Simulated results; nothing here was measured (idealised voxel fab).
process module | voxel transistor to metal
cross-section cut | 170 nm wide | cells 5 nm
A cross-section is a grid of square cells, given in bands from the top down. A band is one or more rows of cells.
Each band's line starts with the height of the band's top and of its bottom, in nm. Then come its materials from left to right, each with its width in nm. One material with "throughout" fills the band from edge to edge. "air" is empty space.
Height 0 is the level under which the wafer as received is all one material. The lowest band goes on downwards, as in "0 down".
A width such as "30 to 40" changes by the same amount from each row of cells to the next, from the band's top row to its bottom row.
"no change" after a step means that no cell of the cross-section changed.
closed voids: empty space of 8 cells or more with no open way to the top, each as width x height at its distance from the left edge, in nm
after a step's settings: what the simulator itself notes on the step
overlay nm, on a step with a mask: how far to the right of its planned place the mask lay; to the left if negative
plan
1 op RECEIVE | material Si
2 op OXIDIZE | depth nm 5
3 op CONFORMAL_DEP | material SiN | thk nm 10
4 op DIRECTIONAL_DEP | material aC | thk nm 10
5 op PATTERN | tone cover | mask id ACTIVE | material resist | width nm 105 | thk nm 25 | overlay nm 0
6 op DIRECTIONAL_ETCH | etch materials aC | depth nm 10
7 op STRIP | etch materials resist
8 op DIRECTIONAL_ETCH | etch materials SiN | depth nm 10
9 op DIRECTIONAL_ETCH | etch materials SiO2 | depth nm 5
10 op DIRECTIONAL_ETCH | etch materials Si | depth nm 30
11 op STRIP | etch materials aC
12 op FILL_DEP | material SiO2 | thk nm 10
13 op CMP | height nm 10
14 op SELECTIVE_ETCH | etch materials SiO2 | depth nm 10
15 op STRIP | etch materials SiN
16 op SELECTIVE_ETCH | etch materials SiO2 | depth nm 5
17 op OXIDIZE | depth nm 5
18 op DIRECTIONAL_DEP | material polySi | thk nm 30
19 op DIRECTIONAL_DEP | material SiCN | thk nm 15
20 op DIRECTIONAL_DEP | material aC | thk nm 10
21 op PATTERN | tone cover | mask id GATE | material resist | width nm 25 | thk nm 25 | overlay nm 0
22 op DIRECTIONAL_ETCH | etch materials aC | depth nm 10
23 op STRIP | etch materials resist
24 op DIRECTIONAL_ETCH | etch materials SiCN | depth nm 25
25 op DIRECTIONAL_ETCH | etch materials polySi | depth nm 40
26 op STRIP | etch materials aC
27 op CONFORMAL_DEP | material SiN | thk nm 10
28 op DIRECTIONAL_ETCH | etch materials SiN | depth nm 10
29 op DIRECTIONAL_ETCH | etch materials SiO2 | depth nm 5
30 op DIRECTIONAL_ETCH | etch materials Si | depth nm 5
31 op EPI | material nSi | thk nm 5
32 op FILL_DEP | material SiO2 | thk nm 5
33 op CMP | height nm 25
34 op STRIP | etch materials polySi
35 op SELECTIVE_ETCH | etch materials SiO2 | depth nm 5
36 op CONFORMAL_DEP | material HfO2 | thk nm 5
37 op CONFORMAL_DEP | material TiN | thk nm 5
38 op FILL_DEP | material W | thk nm 5
39 op CMP | height nm 20
40 op DIRECTIONAL_DEP | material SiO2 | thk nm 10
41 op MASKED_ETCH | tone open | mask id CONTACT | width nm 20 | pitch nm 75 | etch materials SiO2 | depth nm 40 | overlay nm 0
42 op CONFORMAL_DEP | material TiN | thk nm 5
43 op FILL_DEP | material Ru | thk nm 10
44 op CMP | height nm 30
45 op CONFORMAL_DEP | material SiCN | thk nm 5
46 op DIRECTIONAL_DEP | material SiO2 | thk nm 25
47 op DIRECTIONAL_DEP | material aC | thk nm 10
48 op PATTERN | tone open | mask id METAL_1 | material resist | width nm 20 | pitch nm 75 | thk nm 30 | overlay nm 0
49 op DIRECTIONAL_ETCH | etch materials aC | depth nm 10
50 op STRIP | etch materials resist
51 op DIRECTIONAL_ETCH | etch materials SiO2 | depth nm 25
52 op DIRECTIONAL_ETCH | etch materials SiCN | depth nm 5
53 op STRIP | etch materials aC
54 op CONFORMAL_DEP | material TiN | thk nm 5
55 op FILL_DEP | material Cu | thk nm 5
56 op CMP | height nm 60
57 op CONFORMAL_DEP | material SiN | thk nm 5
as received, after step 1
  0 down: Si throughout
  closed voids: none
a wafer at the end: this start, this plan, one mistake
  65 to 60: SiN throughout
  60 to 40: SiO2 35 | TiN 5 | Cu 10 | TiN 5 | SiO2 55 | TiN 5 | Cu 10 | TiN 5 | SiO2 40
  40 to 35: SiO2 35 | TiN 20 | SiO2 55 | TiN 20 | SiO2 40
  35 to 30: Cu throughout
  30 to 20: SiO2 35 | TiN 5 | Ru 10 | TiN 5 | SiO2 55 | TiN 5 | Ru 10 | TiN 5 | SiO2 40
  20 to 0: SiO2 35 | TiN 5 | Ru 10 | TiN 5 | SiO2 5 | SiN 10 | HfO2 5 | TiN 5 | W 5 | TiN 5 | HfO2 5 | SiN 10 | SiO2 5 | TiN 5 | Ru 10 | TiN 5 | SiO2 40
  0 to -5: SiO2 35 | TiN 5 | Ru 10 | TiN 5 | SiO2 5 | SiN 10 | HfO2 5 | TiN 15 | HfO2 5 | SiN 10 | SiO2 5 | TiN 5 | Ru 10 | TiN 5 | SiO2 40
  -5 to -10: SiO2 35 | TiN 20 | nSi 5 | SiO2 5 | HfO2 35 | SiO2 5 | nSi 5 | TiN 20 | SiO2 40
  -10 to -15: SiO2 30 | nSi 30 | Si 45 | nSi 30 | SiO2 35
  -15 to -35: SiO2 30 | Si 105 | SiO2 35
  -35 down: Si throughout
  closed voids: none
what went wrong: step 45 ran as: op CONFORMAL_DEP | material Cu | thk nm 5
